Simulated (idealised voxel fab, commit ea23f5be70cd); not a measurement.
Process module heading - voxel self aligned contacts
FYI the section here is cut, 225 nm wide, cells are 5 nm squares.
Cross-section, as written here: a square-cell grid given band by band from the top down, where a band holds one or more rows of cells.
Per band: top height and bottom height in nm, followed by the left-to-right materials and their widths in nm; "throughout" marks a single material spanning edge to edge, "blank" marks empty space.
We count height from 0. Below that, the starting wafer is all one material. The lowest band never ends at the bottom but goes on down; see "0..down" for how that is written.
Top row gets the first number, bottom row gets the second, and each row in between changes by the same step: that is how a band width like "30 to 40" works.
Where the words "nothing different" appear for a step, the cross-section shows no cell changed by that step; every cell remained as before.
Voids not open to the top, 8 cells minimum: see "Enclosed void entries". Written width x height at distance; distance is from the left edge; nm.
On each step's line, the part that comes after the settings is the simulator's own comment on the step.
You can add "overlay nm" to a step's line. For a step with a mask, it describes how far the mask lay to the right of its planned position, and a negative number describes a lay to the left.

Process steps (planned)
- 1: RECEIVE (material Si)
- 2: OXIDIZE (depth nm 5)
- 3: DIRECTIONAL_DEP (material polySi; thk nm 30)
- 4: DIRECTIONAL_DEP (material SiN; thk nm 20)
- 5: PATTERN (tone cover; mask id GATE; material resist; width nm 35; pitch nm 70; thk nm 20; overlay nm 0)
- 6: DIRECTIONAL_ETCH (etch materials SiN; depth nm 20)
- 7: DIRECTIONAL_ETCH (etch materials polySi; depth nm 30)
- 8: STRIP (etch materials resist)
- 9: CONFORMAL_DEP (material SiN; thk nm 5)
- 10: DIRECTIONAL_ETCH (etch materials SiN; depth nm 5)
- 11: FILL_DEP (material SiO2; thk nm 20)
- 12: CMP (height nm 60)
- 13: DIRECTIONAL_DEP (material aC; thk nm 10)
- 14: PATTERN (tone open; mask id CONTACT; material resist; width nm 55; pitch nm 70; thk nm 25; overlay nm 0)
- 15: DIRECTIONAL_ETCH (etch materials aC; depth nm 10)
- 16: STRIP (etch materials resist)
- 17: DIRECTIONAL_ETCH (etch materials SiO2; depth nm 65)
- 18: STRIP (etch materials aC)
- 19: CONFORMAL_DEP (material TiN; thk nm 5)
- 20: FILL_DEP (material W; thk nm 5)
- 21: CMP (height nm 60)
- 22: CONFORMAL_DEP (material SiN; thk nm 5)

First of two wafers, processed according to plan

As-received wafer cross-section (after step 1)
    0..down: Si throughout
    Enclosed void entries: none

Wafer section view after processing step 2
    0..-5: SiO2 throughout
    At heights below -5, the structure remains unaltered.

Wafer section view after processing step 3
    30..0: polySi throughout
    At heights below 0, the structure remains unaltered.

Wafer section view after processing step 4
    50..30: SiN throughout
    At heights below 30, the structure remains unaltered.

Wafer section view after processing step 5
    70..50: 25 nm blank / 35 nm resist / 35 nm blank / 35 nm resist / 35 nm blank / 35 nm resist / 25 nm blank
    At heights below 50, the structure remains unaltered.

Wafer section view after processing step 6
    70..50: 25 nm blank / 35 nm resist / 35 nm blank / 35 nm resist / 35 nm blank / 35 nm resist / 25 nm blank
    50..30: 25 nm blank / 35 nm SiN / 35 nm blank / 35 nm SiN / 35 nm blank / 35 nm SiN / 25 nm blank
    At heights below 30, the structure remains unaltered.

Wafer section view after processing step 7
    70..50: 25 nm blank / 35 nm resist / 35 nm blank / 35 nm resist / 35 nm blank / 35 nm resist / 25 nm blank
    50..30: 25 nm blank / 35 nm SiN / 35 nm blank / 35 nm SiN / 35 nm blank / 35 nm SiN / 25 nm blank
    30..0: 25 nm blank / 35 nm polySi / 35 nm blank / 35 nm polySi / 35 nm blank / 35 nm polySi / 25 nm blank
    At heights below 0, the structure remains unaltered.

Wafer section view after processing step 8
    50..30: 25 nm blank / 35 nm SiN / 35 nm blank / 35 nm SiN / 35 nm blank / 35 nm SiN / 25 nm blank
    At heights below 30, the structure remains unaltered.

Wafer section view after processing step 9
    55..30: 20 nm blank / 45 nm SiN / 25 nm blank / 45 nm SiN / 25 nm blank / 45 nm SiN / 20 nm blank
    30..5: 20 nm blank / 5 nm SiN / 35 nm polySi / 5 nm SiN / 25 nm blank / 5 nm SiN / 35 nm polySi / 5 nm SiN / 25 nm blank / 5 nm SiN / 35 nm polySi / 5 nm SiN / 20 nm blank
    5..0: 25 nm SiN / 35 nm polySi / 35 nm SiN / 35 nm polySi / 35 nm SiN / 35 nm polySi / 25 nm SiN
    At heights below 0, the structure remains unaltered.

Wafer section view after processing step 10
    50..30: 20 nm blank / 45 nm SiN / 25 nm blank / 45 nm SiN / 25 nm blank / 45 nm SiN / 20 nm blank
    30..0: 20 nm blank / 5 nm SiN / 35 nm polySi / 5 nm SiN / 25 nm blank / 5 nm SiN / 35 nm polySi / 5 nm SiN / 25 nm blank / 5 nm SiN / 35 nm polySi / 5 nm SiN / 20 nm blank
    At heights below 0, the structure remains unaltered.

Wafer section view after processing step 11
    70..50: SiO2 throughout
    50..30: 20 nm SiO2 / 45 nm SiN / 25 nm SiO2 / 45 nm SiN / 25 nm SiO2 / 45 nm SiN / 20 nm SiO2
    30..0: 20 nm SiO2 / 5 nm SiN / 35 nm polySi / 5 nm SiN / 25 nm SiO2 / 5 nm SiN / 35 nm polySi / 5 nm SiN / 25 nm SiO2 / 5 nm SiN / 35 nm polySi / 5 nm SiN / 20 nm SiO2
    At heights below 0, the structure remains unaltered.

Wafer section view after processing step 12
    60..50: SiO2 throughout
    At heights below 50, the structure remains unaltered.

Wafer section view after processing step 13
    70..60: aC throughout
    At heights below 60, the structure remains unaltered.

Wafer section view after processing step 14
    95..70: 50 nm resist / 55 nm blank / 15 nm resist / 55 nm blank / 50 nm resist
    At heights below 70, the structure remains unaltered.

Wafer section view after processing step 15
    85..70: 50 nm resist / 55 nm blank / 15 nm resist / 55 nm blank / 50 nm resist
    70..60: 50 nm aC / 55 nm blank / 15 nm aC / 55 nm blank / 50 nm aC
    At heights below 60, the structure remains unaltered.

Wafer section view after processing step 16
    70..60: 50 nm aC / 55 nm blank / 15 nm aC / 55 nm blank / 50 nm aC
    At heights below 60, the structure remains unaltered.

Wafer section view after processing step 17
    70..60: 50 nm aC / 55 nm blank / 15 nm aC / 55 nm blank / 50 nm aC
    60..50: 50 nm SiO2 / 55 nm blank / 15 nm SiO2 / 55 nm blank / 50 nm SiO2
    50..30: 20 nm SiO2 / 45 nm SiN / 25 nm blank / 45 nm SiN / 25 nm blank / 45 nm SiN / 20 nm SiO2
    30..0: 20 nm SiO2 / 5 nm SiN / 35 nm polySi / 5 nm SiN / 25 nm blank / 5 nm SiN / 35 nm polySi / 5 nm SiN / 25 nm blank / 5 nm SiN / 35 nm polySi / 5 nm SiN / 20 nm SiO2
    0..-5: 65 nm SiO2 / 25 nm blank / 45 nm SiO2 / 25 nm blank / 65 nm SiO2
    At heights below -5, the structure remains unaltered.

Wafer section view after processing step 18
    60..50: 50 nm SiO2 / 55 nm blank / 15 nm SiO2 / 55 nm blank / 50 nm SiO2
    At heights below 50, the structure remains unaltered.

Wafer section view after processing step 19
    65..60: 55 nm TiN / 45 nm blank / 25 nm TiN / 45 nm blank / 55 nm TiN
    60..50: 50 nm SiO2 / 5 to 20 nm TiN / 45 to 15 nm blank / 5 to 20 nm TiN / 15 nm SiO2 / 5 to 20 nm TiN / 45 to 15 nm blank / 5 to 20 nm TiN / 50 nm SiO2
    50..30: 20 nm SiO2 / 45 nm SiN / 5 nm TiN / 15 nm blank / 5 nm TiN / 45 nm SiN / 5 nm TiN / 15 nm blank / 5 nm TiN / 45 nm SiN / 20 nm SiO2
    30..0: 20 nm SiO2 / 5 nm SiN / 35 nm polySi / 5 nm SiN / 5 nm TiN / 15 nm blank / 5 nm TiN / 5 nm SiN / 35 nm polySi / 5 nm SiN / 5 nm TiN / 15 nm blank / 5 nm TiN / 5 nm SiN / 35 nm polySi / 5 nm SiN / 20 nm SiO2
    0..-5: 65 nm SiO2 / 25 nm TiN / 45 nm SiO2 / 25 nm TiN / 65 nm SiO2
    At heights below -5, the structure remains unaltered.

Wafer section view after processing step 20
    70..65: W throughout
    65..60: 55 nm TiN / 45 nm W / 25 nm TiN / 45 nm W / 55 nm TiN
    60..50: 50 nm SiO2 / 5 to 20 nm TiN / 45 to 15 nm W / 5 to 20 nm TiN / 15 nm SiO2 / 5 to 20 nm TiN / 45 to 15 nm W / 5 to 20 nm TiN / 50 nm SiO2
    50..30: 20 nm SiO2 / 45 nm SiN / 5 nm TiN / 15 nm W / 5 nm TiN / 45 nm SiN / 5 nm TiN / 15 nm W / 5 nm TiN / 45 nm SiN / 20 nm SiO2
    30..0: 20 nm SiO2 / 5 nm SiN / 35 nm polySi / 5 nm SiN / 5 nm TiN / 15 nm W / 5 nm TiN / 5 nm SiN / 35 nm polySi / 5 nm SiN / 5 nm TiN / 15 nm W / 5 nm TiN / 5 nm SiN / 35 nm polySi / 5 nm SiN / 20 nm SiO2
    At heights below 0, the structure remains unaltered.

Wafer section view after processing step 21
    60..50: 50 nm SiO2 / 5 to 20 nm TiN / 45 to 15 nm W / 5 to 20 nm TiN / 15 nm SiO2 / 5 to 20 nm TiN / 45 to 15 nm W / 5 to 20 nm TiN / 50 nm SiO2
    At heights below 50, the structure remains unaltered.

Wafer section view after processing step 22
    65..60: SiN throughout
    At heights below 60, the structure remains unaltered.

Second wafer, same starting state and plan as the first, one mistake in the run, identical through step 18

Second wafer profile in section, at the moment step 19 of the plan was meant to be complete
    65..60: 55 nm aC / 45 nm blank / 25 nm aC / 45 nm blank / 55 nm aC
    60..50: 50 nm SiO2 / 5 to 20 nm aC / 45 to 15 nm blank / 5 to 20 nm aC / 15 nm SiO2 / 5 to 20 nm aC / 45 to 15 nm blank / 5 to 20 nm aC / 50 nm SiO2
    50..30: 20 nm SiO2 / 45 nm SiN / 5 nm aC / 15 nm blank / 5 nm aC / 45 nm SiN / 5 nm aC / 15 nm blank / 5 nm aC / 45 nm SiN / 20 nm SiO2
    30..0: 20 nm SiO2 / 5 nm SiN / 35 nm polySi / 5 nm SiN / 5 nm aC / 15 nm blank / 5 nm aC / 5 nm SiN / 35 nm polySi / 5 nm SiN / 5 nm aC / 15 nm blank / 5 nm aC / 5 nm SiN / 35 nm polySi / 5 nm SiN / 20 nm SiO2
    0..-5: 65 nm SiO2 / 25 nm aC / 45 nm SiO2 / 25 nm aC / 65 nm SiO2
    At heights below -5, the structure remains unaltered.

Second wafer profile in section, at the moment step 20 of the plan was meant to be complete
    70..65: W throughout
    65..60: 55 nm aC / 45 nm W / 25 nm aC / 45 nm W / 55 nm aC
    60..50: 50 nm SiO2 / 5 to 20 nm aC / 45 to 15 nm W / 5 to 20 nm aC / 15 nm SiO2 / 5 to 20 nm aC / 45 to 15 nm W / 5 to 20 nm aC / 50 nm SiO2
    50..30: 20 nm SiO2 / 45 nm SiN / 5 nm aC / 15 nm W / 5 nm aC / 45 nm SiN / 5 nm aC / 15 nm W / 5 nm aC / 45 nm SiN / 20 nm SiO2
    30..0: 20 nm SiO2 / 5 nm SiN / 35 nm polySi / 5 nm SiN / 5 nm aC / 15 nm W / 5 nm aC / 5 nm SiN / 35 nm polySi / 5 nm SiN / 5 nm aC / 15 nm W / 5 nm aC / 5 nm SiN / 35 nm polySi / 5 nm SiN / 20 nm SiO2
    At heights below 0, the structure remains unaltered.

Second wafer profile in section, at the moment step 21 of the plan was meant to be complete
    60..50: 50 nm SiO2 / 5 to 20 nm aC / 45 to 15 nm W / 5 to 20 nm aC / 15 nm SiO2 / 5 to 20 nm aC / 45 to 15 nm W / 5 to 20 nm aC / 50 nm SiO2
    At heights below 50, the structure remains unaltered.

Second wafer profile in section, at the moment step 22 of the plan was meant to be complete
    65..60: SiN throughout
    At heights below 60, the structure remains unaltered.
The plan and the run diverged here: step 19 was processed under conditions differing from the plan, specifically as CONFORMAL_DEP (material aC; thk nm 5)
In the final state, the cell counts of the second wafer exceed or fall short of those of the first for the following materials: 70 fewer of TiN | 70 more of aC
